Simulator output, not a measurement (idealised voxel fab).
process module | voxel gate over fins
cross-section cut | 185 nm wide | cells 5 nm
A cross-section is a grid of square cells, given in bands from the top down. A band is one or more rows of cells.
Each band's line starts with the height of the band's top and of its bottom, in nm. Then come its materials from left to right, each with its width in nm. One material with "throughout" fills the band from edge to edge. "air" is empty space.
Height 0 is the level under which the wafer as received is all one material. The lowest band goes on downwards, as in "0 down".
A width such as "30 to 40" changes by the same amount from each row of cells to the next, from the band's top row to its bottom row.
"no change" after a step means that no cell of the cross-section changed.
closed voids: empty space of 8 cells or more with no open way to the top, each as width x height at its distance from the left edge, in nm
after a step's settings: what the simulator itself notes on the step
overlay nm, on a step with a mask: how far to the right of its planned place the mask lay; to the left if negative
Each pair below shows a cross-section before one step and the cross-section after it, down to the lowest band that changed. The line under each pair gives the step between them, with its settings. The pairs can come from different runs of this module on the same starting wafer, so a pair continues from the pair above only where its "before" says so.
before
  0 down: Si throughout
  closed voids: none
after
  10 to 0: SiN throughout
  below 0: unchanged
  closed voids: none
the step between: op CONFORMAL_DEP | material SiN | thk nm 10
before: the cross-section after the pair above
after
  25 to 10: air 60 | resist 15 | air 30 | resist 15 | air 65
  below 10: unchanged
  closed voids: none
the step between: op PATTERN | tone cover | mask id FINS | material resist | width nm 15 | pitch nm 45 | thk nm 15 | overlay nm 0
before: the cross-section after the pair above
after
  25 to 10: air 60 | resist 15 | air 30 | resist 15 | air 65
  10 to 0: air 60 | SiN 15 | air 30 | SiN 15 | air 65
  below 0: unchanged
  closed voids: none
the step between: op DIRECTIONAL_ETCH | etch materials SiN | depth nm 10
before: the cross-section after the pair above
after
  25 to 10: air 60 | resist 15 | air 30 | resist 15 | air 65
  10 to 0: air 60 | SiN 15 | air 30 | SiN 15 | air 65
  0 to -35: air 60 | Si 15 | air 30 | Si 15 | air 65
  below -35: unchanged
  closed voids: none
the step between: op DIRECTIONAL_ETCH | etch materials Si | depth nm 35
before: the cross-section after the pair above
after
  10 to 0: air 60 | SiN 15 | air 30 | SiN 15 | air 65
  below 0: unchanged
  closed voids: none
the step between: op STRIP | etch materials resist
before: the cross-section after the pair above
after
  10 to 0: air 60 | SiN 15 | air 30 | SiN 15 | air 65
  0 to -35: air 60 | SiO2 5 | Si 5 | SiO2 5 | air 30 | SiO2 5 | Si 5 | SiO2 5 | air 65
  -35 to -40: SiO2 65 | Si 5 | SiO2 40 | Si 5 | SiO2 70
  below -40: unchanged
  closed voids: none
the step between: op OXIDIZE | depth nm 5
before: the cross-section after the pair above
after
  15 to 10: SiO2 throughout
  10 to 0: SiO2 60 | SiN 15 | SiO2 30 | SiN 15 | SiO2 65
  0 to -40: SiO2 65 | Si 5 | SiO2 40 | Si 5 | SiO2 70
  below -40: unchanged
  closed voids: none
the step between: op FILL_DEP | material SiO2 | thk nm 5
before: the cross-section after the pair above
after
  10 to 0: SiO2 60 | SiN 15 | SiO2 30 | SiN 15 | SiO2 65
  below 0: unchanged
  closed voids: none
the step between: op CMP | height nm 10
before: the cross-section after the pair above
after
  10 to 0: air 60 | SiN 15 | air 30 | SiN 15 | air 65
  0 to -15: air 65 | Si 5 | air 40 | Si 5 | air 70
  below -15: unchanged
  closed voids: none
the step between: op SELECTIVE_ETCH | etch materials SiO2 | depth nm 25
before: the cross-section after the pair above
after
  0 to -15: air 65 | Si 5 | air 40 | Si 5 | air 70
  below -15: unchanged
  closed voids: none
the step between: op STRIP | etch materials SiN
before: the cross-section after the pair above
after
  5 to 0: air 60 | HfO2 15 | air 30 | HfO2 15 | air 65
  0 to -10: air 60 | HfO2 5 | Si 5 | HfO2 5 | air 30 | HfO2 5 | Si 5 | HfO2 5 | air 65
  -10 to -15: HfO2 65 | Si 5 | HfO2 40 | Si 5 | HfO2 70
  below -15: unchanged
  closed voids: none
the step between: op CONFORMAL_DEP | material HfO2 | thk nm 5
before: the cross-section after the pair above
after
  10 to 5: air 55 | TiN 25 | air 20 | TiN 25 | air 60
  5 to 0: air 55 | TiN 5 | HfO2 15 | TiN 5 | air 20 | TiN 5 | HfO2 15 | TiN 5 | air 60
  0 to -5: air 55 | TiN 5 | HfO2 5 | Si 5 | HfO2 5 | TiN 5 | air 20 | TiN 5 | HfO2 5 | Si 5 | HfO2 5 | TiN 5 | air 60
  -5 to -10: TiN 60 | HfO2 5 | Si 5 | HfO2 5 | TiN 30 | HfO2 5 | Si 5 | HfO2 5 | TiN 65
  below -10: unchanged
  closed voids: none
the step between: op CONFORMAL_DEP | material TiN | thk nm 5
before: the cross-section after the pair above
after
  20 to 10: W throughout
  10 to 5: W 55 | TiN 25 | W 20 | TiN 25 | W 60
  5 to 0: W 55 | TiN 5 | HfO2 15 | TiN 5 | W 20 | TiN 5 | HfO2 15 | TiN 5 | W 60
  0 to -5: W 55 | TiN 5 | HfO2 5 | Si 5 | HfO2 5 | TiN 5 | W 20 | TiN 5 | HfO2 5 | Si 5 | HfO2 5 | TiN 5 | W 60
  below -5: unchanged
  closed voids: none
the step between: op FILL_DEP | material W | thk nm 10
before: the cross-section after the pair above
after
  15 to 10: W throughout
  below 10: unchanged
  closed voids: none
the step between: op CMP | height nm 15
before: the cross-section after the pair above
after
  20 to 15: SiCN throughout
  below 15: unchanged
  closed voids: none
the step between: op CONFORMAL_DEP | material SiCN | thk nm 5
before
  0 to -15: air 65 | Si 5 | air 40 | Si 5 | air 70
  -15 to -40: SiO2 65 | Si 5 | SiO2 40 | Si 5 | SiO2 70
  -40 down: Si throughout
  closed voids: none
after
  5 to 0: air 60 | TiN 15 | air 30 | TiN 15 | air 65
  0 to -10: air 60 | TiN 5 | Si 5 | TiN 5 | air 30 | TiN 5 | Si 5 | TiN 5 | air 65
  -10 to -15: TiN 65 | Si 5 | TiN 40 | Si 5 | TiN 70
  below -15: unchanged
  closed voids: none
the step between: op CONFORMAL_DEP | material TiN | thk nm 5
before: the cross-section after the pair above
after
  15 to 5: W throughout
  5 to 0: W 60 | TiN 15 | W 30 | TiN 15 | W 65
  0 to -10: W 60 | TiN 5 | Si 5 | TiN 5 | W 30 | TiN 5 | Si 5 | TiN 5 | W 65
  below -10: unchanged
  closed voids: none
the step between: op FILL_DEP | material W | thk nm 10
before: the cross-section after the pair above
after
  20 to 15: SiCN throughout
  below 15: unchanged
  closed voids: none
the step between: op CONFORMAL_DEP | material SiCN | thk nm 5
before
  25 to 10: air 60 | resist 15 | air 30 | resist 15 | air 65
  10 to 0: air 60 | SiN 15 | air 30 | SiN 15 | air 65
  0 to -35: air 60 | Si 15 | air 30 | Si 15 | air 65
  -35 down: Si throughout
  closed voids: none
after
  25 to 10: air 60 | resist 15 | air 30 | resist 15 | air 65
  10 to 0: air 60 | SiN 15 | air 30 | SiN 15 | air 65
  0 to -70: air 60 | Si 15 | air 30 | Si 15 | air 65
  below -70: unchanged
  closed voids: none
the step between: op DIRECTIONAL_ETCH | etch materials Si | depth nm 35
before: the cross-section after the pair above
after
  10 to 0: air 60 | SiN 15 | air 30 | SiN 15 | air 65
  below 0: unchanged
  closed voids: none
the step between: op STRIP | etch materials resist
before: the cross-section after the pair above
after
  10 to 0: air 60 | SiN 15 | air 30 | SiN 15 | air 65
  0 to -70: air 60 | SiO2 5 | Si 5 | SiO2 5 | air 30 | SiO2 5 | Si 5 | SiO2 5 | air 65
  -70 to -75: SiO2 65 | Si 5 | SiO2 40 | Si 5 | SiO2 70
  below -75: unchanged
  closed voids: none
the step between: op OXIDIZE | depth nm 5
before: the cross-section after the pair above
after
  15 to 10: SiO2 throughout
  10 to 0: SiO2 60 | SiN 15 | SiO2 30 | SiN 15 | SiO2 65
  0 to -75: SiO2 65 | Si 5 | SiO2 40 | Si 5 | SiO2 70
  below -75: unchanged
  closed voids: none
the step between: op FILL_DEP | material SiO2 | thk nm 5
before: the cross-section after the pair above
after
  10 to 0: SiO2 60 | SiN 15 | SiO2 30 | SiN 15 | SiO2 65
  below 0: unchanged
  closed voids: none
the step between: op CMP | height nm 10
before: the cross-section after the pair above
after
  10 to 0: air 60 | SiN 15 | air 30 | SiN 15 | air 65
  0 to -15: air 65 | Si 5 | air 40 | Si 5 | air 70
  below -15: unchanged
  closed voids: none
the step between: op SELECTIVE_ETCH | etch materials SiO2 | depth nm 25
before: the cross-section after the pair above
after
  0 to -15: air 65 | Si 5 | air 40 | Si 5 | air 70
  below -15: unchanged
  closed voids: none
the step between: op STRIP | etch materials SiN
before: the cross-section after the pair above
after
  5 to 0: air 60 | HfO2 15 | air 30 | HfO2 15 | air 65
  0 to -10: air 60 | HfO2 5 | Si 5 | HfO2 5 | air 30 | HfO2 5 | Si 5 | HfO2 5 | air 65
  -10 to -15: HfO2 65 | Si 5 | HfO2 40 | Si 5 | HfO2 70
  below -15: unchanged
  closed voids: none
the step between: op CONFORMAL_DEP | material HfO2 | thk nm 5
before: the cross-section after the pair above
after
  10 to 5: air 55 | TiN 25 | air 20 | TiN 25 | air 60
  5 to 0: air 55 | TiN 5 | HfO2 15 | TiN 5 | air 20 | TiN 5 | HfO2 15 | TiN 5 | air 60
  0 to -5: air 55 | TiN 5 | HfO2 5 | Si 5 | HfO2 5 | TiN 5 | air 20 | TiN 5 | HfO2 5 | Si 5 | HfO2 5 | TiN 5 | air 60
  -5 to -10: TiN 60 | HfO2 5 | Si 5 | HfO2 5 | TiN 30 | HfO2 5 | Si 5 | HfO2 5 | TiN 65
  below -10: unchanged
  closed voids: none
the step between: op CONFORMAL_DEP | material TiN | thk nm 5
before: the cross-section after the pair above
after
  20 to 10: W throughout
  10 to 5: W 55 | TiN 25 | W 20 | TiN 25 | W 60
  5 to 0: W 55 | TiN 5 | HfO2 15 | TiN 5 | W 20 | TiN 5 | HfO2 15 | TiN 5 | W 60
  0 to -5: W 55 | TiN 5 | HfO2 5 | Si 5 | HfO2 5 | TiN 5 | W 20 | TiN 5 | HfO2 5 | Si 5 | HfO2 5 | TiN 5 | W 60
  below -5: unchanged
  closed voids: none
the step between: op FILL_DEP | material W | thk nm 10
before: the cross-section after the pair above
after
  15 to 10: W throughout
  below 10: unchanged
  closed voids: none
the step between: op CMP | height nm 15
before: the cross-section after the pair above
after
  20 to 15: SiCN throughout
  below 15: unchanged
  closed voids: none
the step between: op CONFORMAL_DEP | material SiCN | thk nm 5
before
  5 to 0: air 60 | TiN 15 | air 30 | TiN 15 | air 65
  0 to -10: air 60 | TiN 5 | Si 5 | TiN 5 | air 30 | TiN 5 | Si 5 | TiN 5 | air 65
  -10 to -15: TiN 65 | Si 5 | TiN 40 | Si 5 | TiN 70
  -15 to -40: SiO2 65 | Si 5 | SiO2 40 | Si 5 | SiO2 70
  -40 down: Si throughout
  closed voids: none
after
  10 to 5: air 55 | HfO2 25 | air 20 | HfO2 25 | air 60
  5 to 0: air 55 | HfO2 5 | TiN 15 | HfO2 5 | air 20 | HfO2 5 | TiN 15 | HfO2 5 | air 60
  0 to -5: air 55 | HfO2 5 | TiN 5 | Si 5 | TiN 5 | HfO2 5 | air 20 | HfO2 5 | TiN 5 | Si 5 | TiN 5 | HfO2 5 | air 60
  -5 to -10: HfO2 60 | TiN 5 | Si 5 | TiN 5 | HfO2 30 | TiN 5 | Si 5 | TiN 5 | HfO2 65
  below -10: unchanged
  closed voids: none
the step between: op CONFORMAL_DEP | material HfO2 | thk nm 5
before: the cross-section after the pair above
after
  20 to 10: W throughout
  10 to 5: W 55 | HfO2 25 | W 20 | HfO2 25 | W 60
  5 to 0: W 55 | HfO2 5 | TiN 15 | HfO2 5 | W 20 | HfO2 5 | TiN 15 | HfO2 5 | W 60
  0 to -5: W 55 | HfO2 5 | TiN 5 | Si 5 | TiN 5 | HfO2 5 | W 20 | HfO2 5 | TiN 5 | Si 5 | TiN 5 | HfO2 5 | W 60
  below -5: unchanged
  closed voids: none
the step between: op FILL_DEP | material W | thk nm 10
before: the cross-section after the pair above
after
  15 to 10: W throughout
  below 10: unchanged
  closed voids: none
the step between: op CMP | height nm 15
before: the cross-section after the pair above
after
  20 to 15: SiCN throughout
  below 15: unchanged
  closed voids: none
the step between: op CONFORMAL_DEP | material SiCN | thk nm 5
before
  10 to 0: SiO2 60 | SiN 15 | SiO2 30 | SiN 15 | SiO2 65
  0 to -40: SiO2 65 | Si 5 | SiO2 40 | Si 5 | SiO2 70
  -40 down: Si throughout
  closed voids: none
after
  10 to 0: air 60 | SiN 15 | air 30 | SiN 15 | air 65
  0 to -5: air 65 | Si 5 | air 40 | Si 5 | air 70
  below -5: unchanged
  closed voids: none
the step between: op SELECTIVE_ETCH | etch materials SiO2 | depth nm 15
before: the cross-section after the pair above
after
  0 to -5: air 65 | Si 5 | air 40 | Si 5 | air 70
  below -5: unchanged
  closed voids: none
the step between: op STRIP | etch materials SiN
before: the cross-section after the pair above
after
  5 to 0: air 60 | HfO2 15 | air 30 | HfO2 15 | air 65
  0 to -5: HfO2 65 | Si 5 | HfO2 40 | Si 5 | HfO2 70
  below -5: unchanged
  closed voids: none
the step between: op CONFORMAL_DEP | material HfO2 | thk nm 5
before: the cross-section after the pair above
after
  10 to 5: air 55 | TiN 25 | air 20 | TiN 25 | air 60
  5 to 0: TiN 60 | HfO2 15 | TiN 30 | HfO2 15 | TiN 65
  below 0: unchanged
  closed voids: none
the step between: op CONFORMAL_DEP | material TiN | thk nm 5
before: the cross-section after the pair above
after
  20 to 10: W throughout
  10 to 5: W 55 | TiN 25 | W 20 | TiN 25 | W 60
  below 5: unchanged
  closed voids: none
the step between: op FILL_DEP | material W | thk nm 10
before: the cross-section after the pair above
after
  15 to 10: W throughout
  below 10: unchanged
  closed voids: none
the step between: op CMP | height nm 15
before: the cross-section after the pair above
after
  20 to 15: SiCN throughout
  below 15: unchanged
  closed voids: none
the step between: op CONFORMAL_DEP | material SiCN | thk nm 5
before
  10 to 0: SiN throughout
  0 down: Si throughout
  closed voids: none
after
  25 to 10: air 55 | resist 25 | air 20 | resist 25 | air 60
  below 10: unchanged
  closed voids: none
the step between: op PATTERN | tone cover | mask id FINS | material resist | width nm 25 | pitch nm 45 | thk nm 15 | overlay nm 0
before: the cross-section after the pair above
after
  25 to 10: air 55 | resist 25 | air 20 | resist 25 | air 60
  10 to 0: air 55 | SiN 25 | air 20 | SiN 25 | air 60
  below 0: unchanged
  closed voids: none
the step between: op DIRECTIONAL_ETCH | etch materials SiN | depth nm 10
before: the cross-section after the pair above
after
  25 to 10: air 55 | resist 25 | air 20 | resist 25 | air 60
  10 to 0: air 55 | SiN 25 | air 20 | SiN 25 | air 60
  0 to -35: air 55 | Si 25 | air 20 | Si 25 | air 60
  below -35: unchanged
  closed voids: none
the step between: op DIRECTIONAL_ETCH | etch materials Si | depth nm 35
before: the cross-section after the pair above
after
  10 to 0: air 55 | SiN 25 | air 20 | SiN 25 | air 60
  below 0: unchanged
  closed voids: none
the step between: op STRIP | etch materials resist
before: the cross-section after the pair above
after
  10 to 0: air 55 | SiN 25 | air 20 | SiN 25 | air 60
  0 to -35: air 55 | SiO2 5 | Si 15 | SiO2 5 | air 20 | SiO2 5 | Si 15 | SiO2 5 | air 60
  -35 to -40: SiO2 60 | Si 15 | SiO2 30 | Si 15 | SiO2 65
  below -40: unchanged
  closed voids: none
the step between: op OXIDIZE | depth nm 5
before: the cross-section after the pair above
after
  15 to 10: SiO2 throughout
  10 to 0: SiO2 55 | SiN 25 | SiO2 20 | SiN 25 | SiO2 60
  0 to -40: SiO2 60 | Si 15 | SiO2 30 | Si 15 | SiO2 65
  below -40: unchanged
  closed voids: none
the step between: op FILL_DEP | material SiO2 | thk nm 5
before: the cross-section after the pair above
after
  10 to 0: SiO2 55 | SiN 25 | SiO2 20 | SiN 25 | SiO2 60
  below 0: unchanged
  closed voids: none
the step between: op CMP | height nm 10
before: the cross-section after the pair above
after
  10 to 0: air 55 | SiN 25 | air 20 | SiN 25 | air 60
  0 to -15: air 60 | Si 15 | air 30 | Si 15 | air 65
  below -15: unchanged
  closed voids: none
the step between: op SELECTIVE_ETCH | etch materials SiO2 | depth nm 25
before: the cross-section after the pair above
after
  0 to -15: air 60 | Si 15 | air 30 | Si 15 | air 65
  below -15: unchanged
  closed voids: none
the step between: op STRIP | etch materials SiN
before: the cross-section after the pair above
after
  5 to 0: air 55 | HfO2 25 | air 20 | HfO2 25 | air 60
  0 to -10: air 55 | HfO2 5 | Si 15 | HfO2 5 | air 20 | HfO2 5 | Si 15 | HfO2 5 | air 60
  -10 to -15: HfO2 60 | Si 15 | HfO2 30 | Si 15 | HfO2 65
  below -15: unchanged
  closed voids: none
the step between: op CONFORMAL_DEP | material HfO2 | thk nm 5
before: the cross-section after the pair above
after
  10 to 5: air 50 | TiN 35 | air 10 | TiN 35 | air 55
  5 to 0: air 50 | TiN 5 | HfO2 25 | TiN 5 | air 10 | TiN 5 | HfO2 25 | TiN 5 | air 55
  0 to -5: air 50 | TiN 5 | HfO2 5 | Si 15 | HfO2 5 | TiN 5 | air 10 | TiN 5 | HfO2 5 | Si 15 | HfO2 5 | TiN 5 | air 55
  -5 to -10: TiN 55 | HfO2 5 | Si 15 | HfO2 5 | TiN 20 | HfO2 5 | Si 15 | HfO2 5 | TiN 60
  below -10: unchanged
  closed voids: none
the step between: op CONFORMAL_DEP | material TiN | thk nm 5
before: the cross-section after the pair above
after
  20 to 10: W throughout
  10 to 5: W 50 | TiN 35 | W 10 | TiN 35 | W 55
  5 to 0: W 50 | TiN 5 | HfO2 25 | TiN 5 | W 10 | TiN 5 | HfO2 25 | TiN 5 | W 55
  0 to -5: W 50 | TiN 5 | HfO2 5 | Si 15 | HfO2 5 | TiN 5 | W 10 | TiN 5 | HfO2 5 | Si 15 | HfO2 5 | TiN 5 | W 55
  below -5: unchanged
  closed voids: none
the step between: op FILL_DEP | material W | thk nm 10
before: the cross-section after the pair above
after
  15 to 10: W throughout
  below 10: unchanged
  closed voids: none
the step between: op CMP | height nm 15
before: the cross-section after the pair above
after
  20 to 15: SiCN throughout
  below 15: unchanged
  closed voids: none
the step between: op CONFORMAL_DEP | material SiCN | thk nm 5
before
  10 to 0: SiN throughout
  0 down: Si throughout
  closed voids: none
after
  25 to 10: air 50 | resist 15 | air 30 | resist 15 | air 75
  below 10: unchanged
  closed voids: none
the step between: op PATTERN | tone cover | mask id FINS | material resist | width nm 15 | pitch nm 45 | thk nm 15 | overlay nm -10
before: the cross-section after the pair above
after
  25 to 10: air 50 | resist 15 | air 30 | resist 15 | air 75
  10 to 0: air 50 | SiN 15 | air 30 | SiN 15 | air 75
  below 0: unchanged
  closed voids: none
the step between: op DIRECTIONAL_ETCH | etch materials SiN | depth nm 10
before: the cross-section after the pair above
after
  25 to 10: air 50 | resist 15 | air 30 | resist 15 | air 75
  10 to 0: air 50 | SiN 15 | air 30 | SiN 15 | air 75
  0 to -35: air 50 | Si 15 | air 30 | Si 15 | air 75
  below -35: unchanged
  closed voids: none
the step between: op DIRECTIONAL_ETCH | etch materials Si | depth nm 35
before: the cross-section after the pair above
after
  10 to 0: air 50 | SiN 15 | air 30 | SiN 15 | air 75
  below 0: unchanged
  closed voids: none
the step between: op STRIP | etch materials resist
before: the cross-section after the pair above
after
  10 to 0: air 50 | SiN 15 | air 30 | SiN 15 | air 75
  0 to -35: air 50 | SiO2 5 | Si 5 | SiO2 5 | air 30 | SiO2 5 | Si 5 | SiO2 5 | air 75
  -35 to -40: SiO2 55 | Si 5 | SiO2 40 | Si 5 | SiO2 80
  below -40: unchanged
  closed voids: none
the step between: op OXIDIZE | depth nm 5
before: the cross-section after the pair above
after
  15 to 10: SiO2 throughout
  10 to 0: SiO2 50 | SiN 15 | SiO2 30 | SiN 15 | SiO2 75
  0 to -40: SiO2 55 | Si 5 | SiO2 40 | Si 5 | SiO2 80
  below -40: unchanged
  closed voids: none
the step between: op FILL_DEP | material SiO2 | thk nm 5
before: the cross-section after the pair above
after
  10 to 0: SiO2 50 | SiN 15 | SiO2 30 | SiN 15 | SiO2 75
  below 0: unchanged
  closed voids: none
the step between: op CMP | height nm 10
before: the cross-section after the pair above
after
  10 to 0: air 50 | SiN 15 | air 30 | SiN 15 | air 75
  0 to -15: air 55 | Si 5 | air 40 | Si 5 | air 80
  below -15: unchanged
  closed voids: none
the step between: op SELECTIVE_ETCH | etch materials SiO2 | depth nm 25
before: the cross-section after the pair above
after
  0 to -15: air 55 | Si 5 | air 40 | Si 5 | air 80
  below -15: unchanged
  closed voids: none
the step between: op STRIP | etch materials SiN
before: the cross-section after the pair above
after
  5 to 0: air 50 | HfO2 15 | air 30 | HfO2 15 | air 75
  0 to -10: air 50 | HfO2 5 | Si 5 | HfO2 5 | air 30 | HfO2 5 | Si 5 | HfO2 5 | air 75
  -10 to -15: HfO2 55 | Si 5 | HfO2 40 | Si 5 | HfO2 80
  below -15: unchanged
  closed voids: none
the step between: op CONFORMAL_DEP | material HfO2 | thk nm 5
before: the cross-section after the pair above
after
  10 to 5: air 45 | TiN 25 | air 20 | TiN 25 | air 70
  5 to 0: air 45 | TiN 5 | HfO2 15 | TiN 5 | air 20 | TiN 5 | HfO2 15 | TiN 5 | air 70
  0 to -5: air 45 | TiN 5 | HfO2 5 | Si 5 | HfO2 5 | TiN 5 | air 20 | TiN 5 | HfO2 5 | Si 5 | HfO2 5 | TiN 5 | air 70
  -5 to -10: TiN 50 | HfO2 5 | Si 5 | HfO2 5 | TiN 30 | HfO2 5 | Si 5 | HfO2 5 | TiN 75
  below -10: unchanged
  closed voids: none
the step between: op CONFORMAL_DEP | material TiN | thk nm 5
before: the cross-section after the pair above
after
  20 to 10: W throughout
  10 to 5: W 45 | TiN 25 | W 20 | TiN 25 | W 70
  5 to 0: W 45 | TiN 5 | HfO2 15 | TiN 5 | W 20 | TiN 5 | HfO2 15 | TiN 5 | W 70
  0 to -5: W 45 | TiN 5 | HfO2 5 | Si 5 | HfO2 5 | TiN 5 | W 20 | TiN 5 | HfO2 5 | Si 5 | HfO2 5 | TiN 5 | W 70
  below -5: unchanged
  closed voids: none
the step between: op FILL_DEP | material W | thk nm 10
before: the cross-section after the pair above
after
  15 to 10: W throughout
  below 10: unchanged
  closed voids: none
the step between: op CMP | height nm 15
before: the cross-section after the pair above
after
  20 to 15: SiCN throughout
  below 15: unchanged
  closed voids: none
the step between: op CONFORMAL_DEP | material SiCN | thk nm 5
before
  10 to 0: air 60 | SiN 15 | air 30 | SiN 15 | air 65
  0 to -15: air 65 | Si 5 | air 40 | Si 5 | air 70
  -15 to -40: SiO2 65 | Si 5 | SiO2 40 | Si 5 | SiO2 70
  -40 down: Si throughout
  closed voids: none
after
  10 to 0: air 60 | SiN 15 | air 30 | SiN 15 | air 65
  0 to -40: air 65 | Si 5 | air 40 | Si 5 | air 70
  below -40: unchanged
  closed voids: none
the step between: op STRIP | etch materials SiO2
before: the cross-section after the pair above
after
  15 to 10: air 55 | HfO2 25 | air 20 | HfO2 25 | air 60
  10 to 0: air 55 | HfO2 5 | SiN 15 | HfO2 5 | air 20 | HfO2 5 | SiN 15 | HfO2 5 | air 60
  0 to -5: air 55 | HfO2 10 | Si 5 | HfO2 10 | air 20 | HfO2 10 | Si 5 | HfO2 10 | air 60
  -5 to -35: air 60 | HfO2 5 | Si 5 | HfO2 5 | air 30 | HfO2 5 | Si 5 | HfO2 5 | air 65
  -35 to -40: HfO2 65 | Si 5 | HfO2 40 | Si 5 | HfO2 70
  below -40: unchanged
  closed voids: none
the step between: op CONFORMAL_DEP | material HfO2 | thk nm 5
before: the cross-section after the pair above
after
  20 to 15: air 50 | TiN 35 | air 10 | TiN 35 | air 55
  15 to 10: air 50 | TiN 5 | HfO2 25 | TiN 5 | air 10 | TiN 5 | HfO2 25 | TiN 5 | air 55
  10 to 0: air 50 | TiN 5 | HfO2 5 | SiN 15 | HfO2 5 | TiN 5 | air 10 | TiN 5 | HfO2 5 | SiN 15 | HfO2 5 | TiN 5 | air 55
  0 to -10: air 50 | TiN 5 to 10 | HfO2 10 to 5 | Si 5 | HfO2 10 to 5 | TiN 5 to 10 | air 10 | TiN 5 to 10 | HfO2 10 to 5 | Si 5 | HfO2 10 to 5 | TiN 5 to 10 | air 55
  -10 to -30: air 55 | TiN 5 | HfO2 5 | Si 5 | HfO2 5 | TiN 5 | air 20 | TiN 5 | HfO2 5 | Si 5 | HfO2 5 | TiN 5 | air 60
  -30 to -35: TiN 60 | HfO2 5 | Si 5 | HfO2 5 | TiN 30 | HfO2 5 | Si 5 | HfO2 5 | TiN 65
  below -35: unchanged
  closed voids: none
the step between: op CONFORMAL_DEP | material TiN | thk nm 5
before: the cross-section after the pair above
after
  30 to 20: W throughout
  20 to 15: W 50 | TiN 35 | W 10 | TiN 35 | W 55
  15 to 10: W 50 | TiN 5 | HfO2 25 | TiN 5 | W 10 | TiN 5 | HfO2 25 | TiN 5 | W 55
  10 to 0: W 50 | TiN 5 | HfO2 5 | SiN 15 | HfO2 5 | TiN 5 | W 10 | TiN 5 | HfO2 5 | SiN 15 | HfO2 5 | TiN 5 | W 55
  0 to -10: W 50 | TiN 5 to 10 | HfO2 10 to 5 | Si 5 | HfO2 10 to 5 | TiN 5 to 10 | W 10 | TiN 5 to 10 | HfO2 10 to 5 | Si 5 | HfO2 10 to 5 | TiN 5 to 10 | W 55
  -10 to -15: W 55 | TiN 5 | HfO2 5 | Si 5 | HfO2 5 | TiN 5 | W 20 | TiN 5 | HfO2 5 | Si 5 | HfO2 5 | TiN 5 | W 60
  -15 to -25: W 55 | TiN 5 | HfO2 5 | Si 5 | HfO2 5 | TiN 5 | W 5 | air 10 | W 5 | TiN 5 | HfO2 5 | Si 5 | HfO2 5 | TiN 5 | W 60
  -25 to -30: W 55 | TiN 5 | HfO2 5 | Si 5 | HfO2 5 | TiN 5 | W 20 | TiN 5 | HfO2 5 | Si 5 | HfO2 5 | TiN 5 | W 60
  below -30: unchanged
  closed voids: none
the step between: op FILL_DEP | material W | thk nm 10
before: the cross-section after the pair above
after
  15 to 10: W 50 | TiN 5 | HfO2 25 | TiN 5 | W 10 | TiN 5 | HfO2 25 | TiN 5 | W 55
  below 10: unchanged
  closed voids: none
the step between: op CMP | height nm 15
before: the cross-section after the pair above
after
  20 to 15: SiCN throughout
  below 15: unchanged
  closed voids: none
the step between: op CONFORMAL_DEP | material SiCN | thk nm 5
before
  10 to 0: SiN throughout
  0 down: Si throughout
  closed voids: none
after
  25 to 10: resist 60 | air 15 | resist 30 | air 15 | resist 65
  below 10: unchanged
  closed voids: none
the step between: op PATTERN | tone open | mask id FINS | material resist | width nm 15 | pitch nm 45 | thk nm 15 | overlay nm 0
before: the cross-section after the pair above
after
  25 to 10: resist 60 | air 15 | resist 30 | air 15 | resist 65
  10 to 0: SiN 60 | air 15 | SiN 30 | air 15 | SiN 65
  below 0: unchanged
  closed voids: none
the step between: op DIRECTIONAL_ETCH | etch materials SiN | depth nm 10
before: the cross-section after the pair above
after
  25 to 10: resist 60 | air 15 | resist 30 | air 15 | resist 65
  10 to 0: SiN 60 | air 15 | SiN 30 | air 15 | SiN 65
  0 to -35: Si 60 | air 15 | Si 30 | air 15 | Si 65
  below -35: unchanged
  closed voids: none
the step between: op DIRECTIONAL_ETCH | etch materials Si | depth nm 35
before: the cross-section after the pair above
after
  10 to 0: SiN 60 | air 15 | SiN 30 | air 15 | SiN 65
  below 0: unchanged
  closed voids: none
the step between: op STRIP | etch materials resist
before: the cross-section after the pair above
after
  10 to 0: SiN 60 | air 15 | SiN 30 | air 15 | SiN 65
  0 to -35: Si 55 | SiO2 5 | air 15 | SiO2 5 | Si 20 | SiO2 5 | air 15 | SiO2 5 | Si 60
  -35 to -40: Si 55 | SiO2 25 | Si 20 | SiO2 25 | Si 60
  below -40: unchanged
  closed voids: none
the step between: op OXIDIZE | depth nm 5
before: the cross-section after the pair above
after
  15 to 10: SiO2 throughout
  10 to 0: SiN 60 | SiO2 15 | SiN 30 | SiO2 15 | SiN 65
  0 to -40: Si 55 | SiO2 25 | Si 20 | SiO2 25 | Si 60
  below -40: unchanged
  closed voids: none
the step between: op FILL_DEP | material SiO2 | thk nm 5
before: the cross-section after the pair above
after
  10 to 0: SiN 60 | SiO2 15 | SiN 30 | SiO2 15 | SiN 65
  below 0: unchanged
  closed voids: none
the step between: op CMP | height nm 10
before: the cross-section after the pair above
after
  10 to 0: SiN 60 | air 15 | SiN 30 | air 15 | SiN 65
  0 to -15: Si 55 | air 25 | Si 20 | air 25 | Si 60
  below -15: unchanged
  closed voids: none
the step between: op SELECTIVE_ETCH | etch materials SiO2 | depth nm 25
before: the cross-section after the pair above
after
  0 to -15: Si 55 | air 25 | Si 20 | air 25 | Si 60
  below -15: unchanged
  closed voids: none
the step between: op STRIP | etch materials SiN
before: the cross-section after the pair above
after
  5 to 0: HfO2 60 | air 15 | HfO2 30 | air 15 | HfO2 65
  0 to -10: Si 55 | HfO2 5 | air 15 | HfO2 5 | Si 20 | HfO2 5 | air 15 | HfO2 5 | Si 60
  -10 to -15: Si 55 | HfO2 25 | Si 20 | HfO2 25 | Si 60
  below -15: unchanged
  closed voids: none
the step between: op CONFORMAL_DEP | material HfO2 | thk nm 5
before: the cross-section after the pair above
after
  10 to 5: TiN 65 | air 5 | TiN 40 | air 5 | TiN 70
  5 to 0: HfO2 60 | TiN 5 | air 5 | TiN 5 | HfO2 30 | TiN 5 | air 5 | TiN 5 | HfO2 65
  0 to -5: Si 55 | HfO2 5 | TiN 5 | air 5 | TiN 5 | HfO2 5 | Si 20 | HfO2 5 | TiN 5 | air 5 | TiN 5 | HfO2 5 | Si 60
  -5 to -10: Si 55 | HfO2 5 | TiN 15 | HfO2 5 | Si 20 | HfO2 5 | TiN 15 | HfO2 5 | Si 60
  below -10: unchanged
  closed voids: none
the step between: op CONFORMAL_DEP | material TiN | thk nm 5
before: the cross-section after the pair above
after
  20 to 10: W throughout
  10 to 5: TiN 65 | W 5 | TiN 40 | W 5 | TiN 70
  5 to 0: HfO2 60 | TiN 5 | W 5 | TiN 5 | HfO2 30 | TiN 5 | W 5 | TiN 5 | HfO2 65
  0 to -5: Si 55 | HfO2 5 | TiN 5 | W 5 | TiN 5 | HfO2 5 | Si 20 | HfO2 5 | TiN 5 | W 5 | TiN 5 | HfO2 5 | Si 60
  below -5: unchanged
  closed voids: none
the step between: op FILL_DEP | material W | thk nm 10
before: the cross-section after the pair above
after
  15 to 10: W throughout
  below 10: unchanged
  closed voids: none
the step between: op CMP | height nm 15
